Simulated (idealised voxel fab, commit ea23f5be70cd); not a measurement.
Presented below is a process module, voxel wiring stack.
This is section cut - it's 260 nm across, gridded in 5 nm square cells.
Reading order for cross-sections: top band down to bottom band. Underlying form: a grid of square cells. Band size: one or more rows of cells. What a band's entry tells you: where the top is and where the bottom is, as heights in nm, and after that what lies inside, material by material from left to right, each with its width in nm. Empty space is written as the word "empty", and a single material marked with the word "edge to edge" occupies the band from edge to edge. Height datum 0, below which the as-received substrate wafer is one material. Lowest band open at the bottom, running downward: "0 and below". Width: "30..40" (first number = top row, second number = bottom row, same change from row to row of cells). Where the words "no modification" appear for a step, the cross-section shows no cell changed by that step; every cell remained as before. Each empty space that has no open way to the top and spans at least 8 cells appears under "Trapped cavities" as width x height at distance, the distance counted from the left edge, all in nm. Heads up: the bit after the settings on a step's line is the simulator's remark on that step. The line of a step may include "overlay nm". On a step with a mask, this value is how far to the right of its planned place the mask lay. A negative value means the mask lay to the left.
Process steps foreseen in the plan:
1,RECEIVE: material Si
2,CONFORMAL_DEP: material SiO2, thk nm 15
3,DIRECTIONAL_DEP: material TiN, thk nm 5
4,DIRECTIONAL_DEP: material Ru, thk nm 25
5,PATTERN: tone cover, mask id METAL_1, material resist, width nm 20, pitch nm 50, thk nm 20, overlay nm 0
6,DIRECTIONAL_ETCH: etch materials Ru, depth nm 25
7,DIRECTIONAL_ETCH: etch materials TiN, depth nm 5
8,STRIP: etch materials resist
9,FILL_DEP: material lowk, thk nm 10
10,CMP: height nm 45
11,CONFORMAL_DEP: material SiCN, thk nm 5
12,DIRECTIONAL_DEP: material lowk, thk nm 25
13,DIRECTIONAL_DEP: material aC, thk nm 15
14,PATTERN: tone open, mask id METAL_2_HOLES, material resist, width nm 15, thk nm 35, overlay nm 0
15,DIRECTIONAL_ETCH: etch materials aC, depth nm 15
16,STRIP: etch materials resist
17,DIRECTIONAL_ETCH: etch materials lowk, depth nm 25
18,STRIP: etch materials aC
19,PATTERN: tone open, mask id METAL_2, material resist, width nm 20, pitch nm 50, thk nm 15, overlay nm 0
20,DIRECTIONAL_ETCH: etch materials lowk, depth nm 15
21,DIRECTIONAL_ETCH: etch materials SiCN, depth nm 5
22,STRIP: etch materials resist
23,CONFORMAL_DEP: material TiN, thk nm 5
24,FILL_DEP: material Cu, thk nm 5
25,CMP: height nm 75
26,CONFORMAL_DEP: material SiCN, thk nm 5
27,DIRECTIONAL_DEP: material SiO2, thk nm 30
28,DIRECTIONAL_DEP: material aC, thk nm 15
29,PATTERN: tone open, mask id METAL_3_HOLES, material resist, width nm 15, thk nm 35, overlay nm 0
30,DIRECTIONAL_ETCH: etch materials aC, depth nm 15
31,STRIP: etch materials resist
32,DIRECTIONAL_ETCH: etch materials SiO2, depth nm 30
33,STRIP: etch materials aC
34,DIRECTIONAL_DEP: material aC, thk nm 10
35,PATTERN: tone open, mask id METAL_3, material resist, width nm 20, pitch nm 50, thk nm 30, overlay nm 0
36,DIRECTIONAL_ETCH: etch materials aC, depth nm 10
37,STRIP: etch materials resist
38,DIRECTIONAL_ETCH: etch materials SiO2, depth nm 15
39,DIRECTIONAL_ETCH: etch materials SiCN, depth nm 5
40,STRIP: etch materials aC
41,CONFORMAL_DEP: material TiN, thk nm 5
42,FILL_DEP: material Cu, thk nm 10
43,CMP: height nm 110
44,CONFORMAL_DEP: material SiCN, thk nm 5
45,DIRECTIONAL_DEP: material lowk, thk nm 15
46,MASKED_ETCH: tone open, mask id PLUG_3, width nm 15, etch materials lowk, depth nm 15, overlay nm 0
47,MASKED_ETCH: tone open, mask id PLUG_3, width nm 15, etch materials SiCN, depth nm 5, overlay nm 0
48,EPI: material Ru, thk nm 10
49,EPI: material Ru, thk nm 10
50,DIRECTIONAL_DEP: material TiN, thk nm 5
51,DIRECTIONAL_DEP: material Ru, thk nm 15
52,DIRECTIONAL_DEP: material aC, thk nm 15
53,PATTERN: tone cover, mask id METAL_4, material resist, width nm 20, pitch nm 50, thk nm 35, overlay nm 0
54,DIRECTIONAL_ETCH: etch materials aC, depth nm 15
55,STRIP: etch materials resist
56,DIRECTIONAL_ETCH: etch materials Ru, depth nm 15
57,DIRECTIONAL_ETCH: etch materials TiN, depth nm 5
58,STRIP: etch materials aC
59,FILL_DEP: material lowk, thk nm 5
60,CMP: height nm 150
61,CONFORMAL_DEP: material SiN, thk nm 5
First of two wafers, with the run carried out as planned:
Incoming wafer, cross-sectional view, post step 1:
- 0 and below: Si edge to edge
- Trapped cavities: none
Wafer section view after processing step 2:
- 15 down to 0: SiO2 edge to edge
- Anything lower than 0 is untouched.
Wafer section view after processing step 3:
- 20 down to 15: TiN edge to edge
- Anything lower than 15 is untouched.
Wafer section view after processing step 4:
- 45 down to 20: Ru edge to edge
- Anything lower than 20 is untouched.
Wafer section view after processing step 5:
- 65 down to 45: empty (95)  resist (20)  empty (30)  resist (20)  empty (95)
- Anything lower than 45 is untouched.
Wafer section view after processing step 6:
- 65 down to 45: empty (95)  resist (20)  empty (30)  resist (20)  empty (95)
- 45 down to 20: empty (95)  Ru (20)  empty (30)  Ru (20)  empty (95)
- Anything lower than 20 is untouched.
Wafer section view after processing step 7:
- 65 down to 45: empty (95)  resist (20)  empty (30)  resist (20)  empty (95)
- 45 down to 20: empty (95)  Ru (20)  empty (30)  Ru (20)  empty (95)
- 20 down to 15: empty (95)  TiN (20)  empty (30)  TiN (20)  empty (95)
- Anything lower than 15 is untouched.
Wafer section view after processing step 8:
- 45 down to 20: empty (95)  Ru (20)  empty (30)  Ru (20)  empty (95)
- Anything lower than 20 is untouched.
Wafer section view after processing step 9:
- 55 down to 45: lowk edge to edge
- 45 down to 20: lowk (95)  Ru (20)  lowk (30)  Ru (20)  lowk (95)
- 20 down to 15: lowk (95)  TiN (20)  lowk (30)  TiN (20)  lowk (95)
- Anything lower than 15 is untouched.
Wafer section view after processing step 10:
- 45 down to 20: lowk (95)  Ru (20)  lowk (30)  Ru (20)  lowk (95)
- Anything lower than 20 is untouched.
Wafer section view after processing step 11:
- 50 down to 45: SiCN edge to edge
- Anything lower than 45 is untouched.
Wafer section view after processing step 12:
- 75 down to 50: lowk edge to edge
- Anything lower than 50 is untouched.
Wafer section view after processing step 13:
- 90 down to 75: aC edge to edge
- Anything lower than 75 is untouched.
Wafer section view after processing step 14:
- 125 down to 90: resist (95)  empty (15)  resist (150)
- Anything lower than 90 is untouched.
Wafer section view after processing step 15:
- 110 down to 90: resist (95)  empty (15)  resist (150)
- 90 down to 75: aC (95)  empty (15)  aC (150)
- Anything lower than 75 is untouched.
Wafer section view after processing step 16:
- 90 down to 75: aC (95)  empty (15)  aC (150)
- Anything lower than 75 is untouched.
Wafer section view after processing step 17:
- 90 down to 75: aC (95)  empty (15)  aC (150)
- 75 down to 50: lowk (95)  empty (15)  lowk (150)
- Anything lower than 50 is untouched.
Wafer section view after processing step 18:
- 75 down to 50: lowk (95)  empty (15)  lowk (150)
- Anything lower than 50 is untouched.
Wafer section view after processing step 19:
- 90 down to 75: resist (95)  empty (20)  resist (30)  empty (20)  resist (95)
- Anything lower than 75 is untouched.
Wafer section view after processing step 20:
- 90 down to 75: resist (95)  empty (20)  resist (30)  empty (20)  resist (95)
- 75 down to 60: lowk (95)  empty (20)  lowk (30)  empty (20)  lowk (95)
- Anything lower than 60 is untouched.
Wafer section view after processing step 21:
- 90 down to 75: resist (95)  empty (20)  resist (30)  empty (20)  resist (95)
- 75 down to 60: lowk (95)  empty (20)  lowk (30)  empty (20)  lowk (95)
- 60 down to 50: lowk (95)  empty (15)  lowk (150)
- 50 down to 45: SiCN (95)  empty (15)  SiCN (150)
- Anything lower than 45 is untouched.
Wafer section view after processing step 22:
- 75 down to 60: lowk (95)  empty (20)  lowk (30)  empty (20)  lowk (95)
- Anything lower than 60 is untouched.
Wafer section view after processing step 23:
- 80 down to 75: TiN (100)  empty (10)  TiN (40)  empty (10)  TiN (100)
- 75 down to 65: lowk (95)  TiN (5)  empty (10)  TiN (5)  lowk (30)  TiN (5)  empty (10)  TiN (5)  lowk (95)
- 65 down to 60: lowk (95)  TiN (5)  empty (5)  TiN (10)  lowk (30)  TiN (20)  lowk (95)
- 60 down to 50: lowk (95)  TiN (5)  empty (5)  TiN (5)  lowk (150)
- 50 down to 45: SiCN (95)  TiN (15)  SiCN (150)
- Anything lower than 45 is untouched.
Wafer section view after processing step 24:
- 85 down to 80: Cu edge to edge
- 80 down to 75: TiN (100)  Cu (10)  TiN (40)  Cu (10)  TiN (100)
- 75 down to 65: lowk (95)  TiN (5)  Cu (10)  TiN (5)  lowk (30)  TiN (5)  Cu (10)  TiN (5)  lowk (95)
- 65 down to 60: lowk (95)  TiN (5)  Cu (5)  TiN (10)  lowk (30)  TiN (20)  lowk (95)
- 60 down to 50: lowk (95)  TiN (5)  Cu (5)  TiN (5)  lowk (150)
- Anything lower than 50 is untouched.
Wafer section view after processing step 25:
- 75 down to 65: lowk (95)  TiN (5)  Cu (10)  TiN (5)  lowk (30)  TiN (5)  Cu (10)  TiN (5)  lowk (95)
- Anything lower than 65 is untouched.
Wafer section view after processing step 26:
- 80 down to 75: SiCN edge to edge
- Anything lower than 75 is untouched.
Wafer section view after processing step 27:
- 110 down to 80: SiO2 edge to edge
- Anything lower than 80 is untouched.
Wafer section view after processing step 28:
- 125 down to 110: aC edge to edge
- Anything lower than 110 is untouched.
Wafer section view after processing step 29:
- 160 down to 125: resist (95)  empty (15)  resist (150)
- Anything lower than 125 is untouched.
Wafer section view after processing step 30:
- 145 down to 125: resist (95)  empty (15)  resist (150)
- 125 down to 110: aC (95)  empty (15)  aC (150)
- Anything lower than 110 is untouched.
Wafer section view after processing step 31:
- 125 down to 110: aC (95)  empty (15)  aC (150)
- Anything lower than 110 is untouched.
Wafer section view after processing step 32:
- 125 down to 110: aC (95)  empty (15)  aC (150)
- 110 down to 80: SiO2 (95)  empty (15)  SiO2 (150)
- Anything lower than 80 is untouched.
Wafer section view after processing step 33:
- 110 down to 80: SiO2 (95)  empty (15)  SiO2 (150)
- Anything lower than 80 is untouched.
Wafer section view after processing step 34:
- 120 down to 110: aC (95)  empty (15)  aC (150)
- 110 down to 90: SiO2 (95)  empty (15)  SiO2 (150)
- 90 down to 80: SiO2 (95)  aC (15)  SiO2 (150)
- Anything lower than 80 is untouched.
Wafer section view after processing step 35:
- 150 down to 120: resist (95)  empty (20)  resist (30)  empty (20)  resist (95)
- Anything lower than 120 is untouched.
Wafer section view after processing step 36:
- 140 down to 120: resist (95)  empty (20)  resist (30)  empty (20)  resist (95)
- 120 down to 110: aC (95)  empty (20)  aC (30)  empty (20)  aC (95)
- 110 down to 80: SiO2 (95)  empty (15)  SiO2 (150)
- Anything lower than 80 is untouched.
Wafer section view after processing step 37:
- 120 down to 110: aC (95)  empty (20)  aC (30)  empty (20)  aC (95)
- Anything lower than 110 is untouched.
Wafer section view after processing step 38:
- 120 down to 110: aC (95)  empty (20)  aC (30)  empty (20)  aC (95)
- 110 down to 95: SiO2 (95)  empty (20)  SiO2 (30)  empty (20)  SiO2 (95)
- Anything lower than 95 is untouched.
Wafer section view after processing step 39:
- 120 down to 110: aC (95)  empty (20)  aC (30)  empty (20)  aC (95)
- 110 down to 95: SiO2 (95)  empty (20)  SiO2 (30)  empty (20)  SiO2 (95)
- 95 down to 80: SiO2 (95)  empty (15)  SiO2 (150)
- 80 down to 75: SiCN (95)  empty (15)  SiCN (150)
- Anything lower than 75 is untouched.
Wafer section view after processing step 40:
- 110 down to 95: SiO2 (95)  empty (20)  SiO2 (30)  empty (20)  SiO2 (95)
- Anything lower than 95 is untouched.
Wafer section view after processing step 41:
- 115 down to 110: TiN (100)  empty (10)  TiN (40)  empty (10)  TiN (100)
- 110 down to 100: SiO2 (95)  TiN (5)  empty (10)  TiN (5)  SiO2 (30)  TiN (5)  empty (10)  TiN (5)  SiO2 (95)
- 100 down to 95: SiO2 (95)  TiN (5)  empty (5)  TiN (10)  SiO2 (30)  TiN (20)  SiO2 (95)
- 95 down to 80: SiO2 (95)  TiN (5)  empty (5)  TiN (5)  SiO2 (150)
- 80 down to 75: SiCN (95)  TiN (15)  SiCN (150)
- Anything lower than 75 is untouched.
Wafer section view after processing step 42:
- 125 down to 115: Cu edge to edge
- 115 down to 110: TiN (100)  Cu (10)  TiN (40)  Cu (10)  TiN (100)
- 110 down to 100: SiO2 (95)  TiN (5)  Cu (10)  TiN (5)  SiO2 (30)  TiN (5)  Cu (10)  TiN (5)  SiO2 (95)
- 100 down to 95: SiO2 (95)  TiN (5)  Cu (5)  TiN (10)  SiO2 (30)  TiN (20)  SiO2 (95)
- 95 down to 80: SiO2 (95)  TiN (5)  Cu (5)  TiN (5)  SiO2 (150)
- Anything lower than 80 is untouched.
Wafer section view after processing step 43:
- 110 down to 100: SiO2 (95)  TiN (5)  Cu (10)  TiN (5)  SiO2 (30)  TiN (5)  Cu (10)  TiN (5)  SiO2 (95)
- Anything lower than 100 is untouched.
Wafer section view after processing step 44:
- 115 down to 110: SiCN edge to edge
- Anything lower than 110 is untouched.
Wafer section view after processing step 45:
- 130 down to 115: lowk edge to edge
- Anything lower than 115 is untouched.
Wafer section view after processing step 46:
- 130 down to 115: lowk (95)  empty (15)  lowk (150)
- Anything lower than 115 is untouched.
Wafer section view after processing step 47:
- 130 down to 115: lowk (95)  empty (15)  lowk (150)
- 115 down to 110: SiCN (95)  empty (15)  SiCN (150)
- Anything lower than 110 is untouched.
Wafer section view after processing step 48:
- 130 down to 120: lowk (95)  empty (15)  lowk (150)
- 120 down to 115: lowk (95)  Ru (15)  lowk (150)
- 115 down to 110: SiCN (95)  Ru (15)  SiCN (150)
- Anything lower than 110 is untouched.
Wafer section view after processing step 49:
- 130 down to 115: lowk (95)  Ru (15)  lowk (150)
- Anything lower than 115 is untouched.
Wafer section view after processing step 50:
- 135 down to 130: TiN edge to edge
- Anything lower than 130 is untouched.
Wafer section view after processing step 51:
- 150 down to 135: Ru edge to edge
- Anything lower than 135 is untouched.
Wafer section view after processing step 52:
- 165 down to 150: aC edge to edge
- Anything lower than 150 is untouched.
Wafer section view after processing step 53:
- 200 down to 165: empty (95)  resist (20)  empty (30)  resist (20)  empty (95)
- Anything lower than 165 is untouched.
Wafer section view after processing step 54:
- 185 down to 165: empty (95)  resist (20)  empty (30)  resist (20)  empty (95)
- 165 down to 150: empty (95)  aC (20)  empty (30)  aC (20)  empty (95)
- Anything lower than 150 is untouched.
Wafer section view after processing step 55:
- 165 down to 150: empty (95)  aC (20)  empty (30)  aC (20)  empty (95)
- Anything lower than 150 is untouched.
Wafer section view after processing step 56:
- 165 down to 150: empty (95)  aC (20)  empty (30)  aC (20)  empty (95)
- 150 down to 135: empty (95)  Ru (20)  empty (30)  Ru (20)  empty (95)
- Anything lower than 135 is untouched.
Wafer section view after processing step 57:
- 165 down to 150: empty (95)  aC (20)  empty (30)  aC (20)  empty (95)
- 150 down to 135: empty (95)  Ru (20)  empty (30)  Ru (20)  empty (95)
- 135 down to 130: empty (95)  TiN (20)  empty (30)  TiN (20)  empty (95)
- Anything lower than 130 is untouched.
Wafer section view after processing step 58:
- 150 down to 135: empty (95)  Ru (20)  empty (30)  Ru (20)  empty (95)
- Anything lower than 135 is untouched.
Wafer section view after processing step 59:
- 155 down to 150: lowk edge to edge
- 150 down to 135: lowk (95)  Ru (20)  lowk (30)  Ru (20)  lowk (95)
- 135 down to 130: lowk (95)  TiN (20)  lowk (30)  TiN (20)  lowk (95)
- Anything lower than 130 is untouched.
Wafer section view after processing step 60:
- 150 down to 135: lowk (95)  Ru (20)  lowk (30)  Ru (20)  lowk (95)
- Anything lower than 135 is untouched.
Wafer section view after processing step 61:
- 155 down to 150: SiN edge to edge
- Anything lower than 150 is untouched.
The second wafer began exactly as the first did and followed the same plan, but one mistake was made while running it; through step 2 inclusive, the two wafers are identical:
Here is the second wafer in cross-section at the point where step 3 of the plan should have been done:
- 40 down to 15: Ru edge to edge
- Anything lower than 15 is untouched.
Here is the second wafer in cross-section at the point where step 4 of the plan should have been done:
- 45 down to 40: TiN edge to edge
- Anything lower than 40 is untouched.
Here is the second wafer in cross-section at the point where step 5 of the plan should have been done:
- 65 down to 45: empty (95)  resist (20)  empty (30)  resist (20)  empty (95)
- Anything lower than 45 is untouched.
Here is the second wafer in cross-section at the point where step 6 of the plan should have been done: no modification
Here is the second wafer in cross-section at the point where step 7 of the plan should have been done:
- 65 down to 45: empty (95)  resist (20)  empty (30)  resist (20)  empty (95)
- 45 down to 40: empty (95)  TiN (20)  empty (30)  TiN (20)  empty (95)
- Anything lower than 40 is untouched.
Here is the second wafer in cross-section at the point where step 8 of the plan should have been done:
- 45 down to 40: empty (95)  TiN (20)  empty (30)  TiN (20)  empty (95)
- Anything lower than 40 is untouched.
Here is the second wafer in cross-section at the point where step 9 of the plan should have been done:
- 55 down to 45: lowk edge to edge
- 45 down to 40: lowk (95)  TiN (20)  lowk (30)  TiN (20)  lowk (95)
- Anything lower than 40 is untouched.
Here is the second wafer in cross-section at the point where step 10 of the plan should have been done:
- 45 down to 40: lowk (95)  TiN (20)  lowk (30)  TiN (20)  lowk (95)
- Anything lower than 40 is untouched.
Here is the second wafer in cross-section at the point where step 11 of the plan should have been done:
- 50 down to 45: SiCN edge to edge
- Anything lower than 45 is untouched.
Here is the second wafer in cross-section at the point where step 12 of the plan should have been done:
- 75 down to 50: lowk edge to edge
- Anything lower than 50 is untouched.
Here is the second wafer in cross-section at the point where step 13 of the plan should have been done:
- 90 down to 75: aC edge to edge
- Anything lower than 75 is untouched.
Here is the second wafer in cross-section at the point where step 14 of the plan should have been done:
- 125 down to 90: resist (95)  empty (15)  resist (150)
- Anything lower than 90 is untouched.
Here is the second wafer in cross-section at the point where step 15 of the plan should have been done:
- 110 down to 90: resist (95)  empty (15)  resist (150)
- 90 down to 75: aC (95)  empty (15)  aC (150)
- Anything lower than 75 is untouched.
Here is the second wafer in cross-section at the point where step 16 of the plan should have been done:
- 90 down to 75: aC (95)  empty (15)  aC (150)
- Anything lower than 75 is untouched.
Here is the second wafer in cross-section at the point where step 17 of the plan should have been done:
- 90 down to 75: aC (95)  empty (15)  aC (150)
- 75 down to 50: lowk (95)  empty (15)  lowk (150)
- Anything lower than 50 is untouched.
Here is the second wafer in cross-section at the point where step 18 of the plan should have been done:
- 75 down to 50: lowk (95)  empty (15)  lowk (150)
- Anything lower than 50 is untouched.
Here is the second wafer in cross-section at the point where step 19 of the plan should have been done:
- 90 down to 75: resist (95)  empty (20)  resist (30)  empty (20)  resist (95)
- Anything lower than 75 is untouched.
Here is the second wafer in cross-section at the point where step 20 of the plan should have been done:
- 90 down to 75: resist (95)  empty (20)  resist (30)  empty (20)  resist (95)
- 75 down to 60: lowk (95)  empty (20)  lowk (30)  empty (20)  lowk (95)
- Anything lower than 60 is untouched.
Here is the second wafer in cross-section at the point where step 21 of the plan should have been done:
- 90 down to 75: resist (95)  empty (20)  resist (30)  empty (20)  resist (95)
- 75 down to 60: lowk (95)  empty (20)  lowk (30)  empty (20)  lowk (95)
- 60 down to 50: lowk (95)  empty (15)  lowk (150)
- 50 down to 45: SiCN (95)  empty (15)  SiCN (150)
- Anything lower than 45 is untouched.
Here is the second wafer in cross-section at the point where step 22 of the plan should have been done:
- 75 down to 60: lowk (95)  empty (20)  lowk (30)  empty (20)  lowk (95)
- Anything lower than 60 is untouched.
Here is the second wafer in cross-section at the point where step 23 of the plan should have been done:
- 80 down to 75: TiN (100)  empty (10)  TiN (40)  empty (10)  TiN (100)
- 75 down to 65: lowk (95)  TiN (5)  empty (10)  TiN (5)  lowk (30)  TiN (5)  empty (10)  TiN (5)  lowk (95)
- 65 down to 60: lowk (95)  TiN (5)  empty (5)  TiN (10)  lowk (30)  TiN (20)  lowk (95)
- 60 down to 50: lowk (95)  TiN (5)  empty (5)  TiN (5)  lowk (150)
- 50 down to 45: SiCN (95)  TiN (15)  SiCN (150)
- Anything lower than 45 is untouched.
Here is the second wafer in cross-section at the point where step 24 of the plan should have been done:
- 85 down to 80: Cu edge to edge
- 80 down to 75: TiN (100)  Cu (10)  TiN (40)  Cu (10)  TiN (100)
- 75 down to 65: lowk (95)  TiN (5)  Cu (10)  TiN (5)  lowk (30)  TiN (5)  Cu (10)  TiN (5)  lowk (95)
- 65 down to 60: lowk (95)  TiN (5)  Cu (5)  TiN (10)  lowk (30)  TiN (20)  lowk (95)
- 60 down to 50: lowk (95)  TiN (5)  Cu (5)  TiN (5)  lowk (150)
- Anything lower than 50 is untouched.
Here is the second wafer in cross-section at the point where step 25 of the plan should have been done:
- 75 down to 65: lowk (95)  TiN (5)  Cu (10)  TiN (5)  lowk (30)  TiN (5)  Cu (10)  TiN (5)  lowk (95)
- Anything lower than 65 is untouched.
Here is the second wafer in cross-section at the point where step 26 of the plan should have been done:
- 80 down to 75: SiCN edge to edge
- Anything lower than 75 is untouched.
Here is the second wafer in cross-section at the point where step 27 of the plan should have been done:
- 110 down to 80: SiO2 edge to edge
- Anything lower than 80 is untouched.
Here is the second wafer in cross-section at the point where step 28 of the plan should have been done:
- 125 down to 110: aC edge to edge
- Anything lower than 110 is untouched.
Here is the second wafer in cross-section at the point where step 29 of the plan should have been done:
- 160 down to 125: resist (95)  empty (15)  resist (150)
- Anything lower than 125 is untouched.
Here is the second wafer in cross-section at the point where step 30 of the plan should have been done:
- 145 down to 125: resist (95)  empty (15)  resist (150)
- 125 down to 110: aC (95)  empty (15)  aC (150)
- Anything lower than 110 is untouched.
Here is the second wafer in cross-section at the point where step 31 of the plan should have been done:
- 125 down to 110: aC (95)  empty (15)  aC (150)
- Anything lower than 110 is untouched.
Here is the second wafer in cross-section at the point where step 32 of the plan should have been done:
- 125 down to 110: aC (95)  empty (15)  aC (150)
- 110 down to 80: SiO2 (95)  empty (15)  SiO2 (150)
- Anything lower than 80 is untouched.
Here is the second wafer in cross-section at the point where step 33 of the plan should have been done:
- 110 down to 80: SiO2 (95)  empty (15)  SiO2 (150)
- Anything lower than 80 is untouched.
Here is the second wafer in cross-section at the point where step 34 of the plan should have been done:
- 120 down to 110: aC (95)  empty (15)  aC (150)
- 110 down to 90: SiO2 (95)  empty (15)  SiO2 (150)
- 90 down to 80: SiO2 (95)  aC (15)  SiO2 (150)
- Anything lower than 80 is untouched.
Here is the second wafer in cross-section at the point where step 35 of the plan should have been done:
- 150 down to 120: resist (95)  empty (20)  resist (30)  empty (20)  resist (95)
- Anything lower than 120 is untouched.
Here is the second wafer in cross-section at the point where step 36 of the plan should have been done:
- 140 down to 120: resist (95)  empty (20)  resist (30)  empty (20)  resist (95)
- 120 down to 110: aC (95)  empty (20)  aC (30)  empty (20)  aC (95)
- 110 down to 80: SiO2 (95)  empty (15)  SiO2 (150)
- Anything lower than 80 is untouched.
Here is the second wafer in cross-section at the point where step 37 of the plan should have been done:
- 120 down to 110: aC (95)  empty (20)  aC (30)  empty (20)  aC (95)
- Anything lower than 110 is untouched.
Here is the second wafer in cross-section at the point where step 38 of the plan should have been done:
- 120 down to 110: aC (95)  empty (20)  aC (30)  empty (20)  aC (95)
- 110 down to 95: SiO2 (95)  empty (20)  SiO2 (30)  empty (20)  SiO2 (95)
- Anything lower than 95 is untouched.
Here is the second wafer in cross-section at the point where step 39 of the plan should have been done:
- 120 down to 110: aC (95)  empty (20)  aC (30)  empty (20)  aC (95)
- 110 down to 95: SiO2 (95)  empty (20)  SiO2 (30)  empty (20)  SiO2 (95)
- 95 down to 80: SiO2 (95)  empty (15)  SiO2 (150)
- 80 down to 75: SiCN (95)  empty (15)  SiCN (150)
- Anything lower than 75 is untouched.
Here is the second wafer in cross-section at the point where step 40 of the plan should have been done:
- 110 down to 95: SiO2 (95)  empty (20)  SiO2 (30)  empty (20)  SiO2 (95)
- Anything lower than 95 is untouched.
Here is the second wafer in cross-section at the point where step 41 of the plan should have been done:
- 115 down to 110: TiN (100)  empty (10)  TiN (40)  empty (10)  TiN (100)
- 110 down to 100: SiO2 (95)  TiN (5)  empty (10)  TiN (5)  SiO2 (30)  TiN (5)  empty (10)  TiN (5)  SiO2 (95)
- 100 down to 95: SiO2 (95)  TiN (5)  empty (5)  TiN (10)  SiO2 (30)  TiN (20)  SiO2 (95)
- 95 down to 80: SiO2 (95)  TiN (5)  empty (5)  TiN (5)  SiO2 (150)
- 80 down to 75: SiCN (95)  TiN (15)  SiCN (150)
- Anything lower than 75 is untouched.
Here is the second wafer in cross-section at the point where step 42 of the plan should have been done:
- 125 down to 115: Cu edge to edge
- 115 down to 110: TiN (100)  Cu (10)  TiN (40)  Cu (10)  TiN (100)
- 110 down to 100: SiO2 (95)  TiN (5)  Cu (10)  TiN (5)  SiO2 (30)  TiN (5)  Cu (10)  TiN (5)  SiO2 (95)
- 100 down to 95: SiO2 (95)  TiN (5)  Cu (5)  TiN (10)  SiO2 (30)  TiN (20)  SiO2 (95)
- 95 down to 80: SiO2 (95)  TiN (5)  Cu (5)  TiN (5)  SiO2 (150)
- Anything lower than 80 is untouched.
Here is the second wafer in cross-section at the point where step 43 of the plan should have been done:
- 110 down to 100: SiO2 (95)  TiN (5)  Cu (10)  TiN (5)  SiO2 (30)  TiN (5)  Cu (10)  TiN (5)  SiO2 (95)
- Anything lower than 100 is untouched.
Here is the second wafer in cross-section at the point where step 44 of the plan should have been done:
- 115 down to 110: SiCN edge to edge
- Anything lower than 110 is untouched.
Here is the second wafer in cross-section at the point where step 45 of the plan should have been done:
- 130 down to 115: lowk edge to edge
- Anything lower than 115 is untouched.
Here is the second wafer in cross-section at the point where step 46 of the plan should have been done:
- 130 down to 115: lowk (95)  empty (15)  lowk (150)
- Anything lower than 115 is untouched.
Here is the second wafer in cross-section at the point where step 47 of the plan should have been done:
- 130 down to 115: lowk (95)  empty (15)  lowk (150)
- 115 down to 110: SiCN (95)  empty (15)  SiCN (150)
- Anything lower than 110 is untouched.
Here is the second wafer in cross-section at the point where step 48 of the plan should have been done:
- 130 down to 120: lowk (95)  empty (15)  lowk (150)
- 120 down to 115: lowk (95)  Ru (15)  lowk (150)
- 115 down to 110: SiCN (95)  Ru (15)  SiCN (150)
- Anything lower than 110 is untouched.
Here is the second wafer in cross-section at the point where step 49 of the plan should have been done:
- 130 down to 115: lowk (95)  Ru (15)  lowk (150)
- Anything lower than 115 is untouched.
Here is the second wafer in cross-section at the point where step 50 of the plan should have been done:
- 135 down to 130: TiN edge to edge
- Anything lower than 130 is untouched.
Here is the second wafer in cross-section at the point where step 51 of the plan should have been done:
- 150 down to 135: Ru edge to edge
- Anything lower than 135 is untouched.
Here is the second wafer in cross-section at the point where step 52 of the plan should have been done:
- 165 down to 150: aC edge to edge
- Anything lower than 150 is untouched.
Here is the second wafer in cross-section at the point where step 53 of the plan should have been done:
- 200 down to 165: empty (95)  resist (20)  empty (30)  resist (20)  empty (95)
- Anything lower than 165 is untouched.
Here is the second wafer in cross-section at the point where step 54 of the plan should have been done:
- 185 down to 165: empty (95)  resist (20)  empty (30)  resist (20)  empty (95)
- 165 down to 150: empty (95)  aC (20)  empty (30)  aC (20)  empty (95)
- Anything lower than 150 is untouched.
Here is the second wafer in cross-section at the point where step 55 of the plan should have been done:
- 165 down to 150: empty (95)  aC (20)  empty (30)  aC (20)  empty (95)
- Anything lower than 150 is untouched.
Here is the second wafer in cross-section at the point where step 56 of the plan should have been done:
- 165 down to 150: empty (95)  aC (20)  empty (30)  aC (20)  empty (95)
- 150 down to 135: empty (95)  Ru (20)  empty (30)  Ru (20)  empty (95)
- Anything lower than 135 is untouched.
Here is the second wafer in cross-section at the point where step 57 of the plan should have been done:
- 165 down to 150: empty (95)  aC (20)  empty (30)  aC (20)  empty (95)
- 150 down to 135: empty (95)  Ru (20)  empty (30)  Ru (20)  empty (95)
- 135 down to 130: empty (95)  TiN (20)  empty (30)  TiN (20)  empty (95)
- Anything lower than 130 is untouched.
Here is the second wafer in cross-section at the point where step 58 of the plan should have been done:
- 150 down to 135: empty (95)  Ru (20)  empty (30)  Ru (20)  empty (95)
- Anything lower than 135 is untouched.
Here is the second wafer in cross-section at the point where step 59 of the plan should have been done:
- 155 down to 150: lowk edge to edge
- 150 down to 135: lowk (95)  Ru (20)  lowk (30)  Ru (20)  lowk (95)
- 135 down to 130: lowk (95)  TiN (20)  lowk (30)  TiN (20)  lowk (95)
- Anything lower than 130 is untouched.
Here is the second wafer in cross-section at the point where step 60 of the plan should have been done:
- 150 down to 135: lowk (95)  Ru (20)  lowk (30)  Ru (20)  lowk (95)
- Anything lower than 135 is untouched.
Here is the second wafer in cross-section at the point where step 61 of the plan should have been done:
- 155 down to 150: SiN edge to edge
- Anything lower than 150 is untouched.
Misprocessing identified: steps 3 and 4 were swapped
Once processing is complete, comparing cell counts shows that the second wafer has more or fewer of certain materials than the first: Ru +220, lowk -220
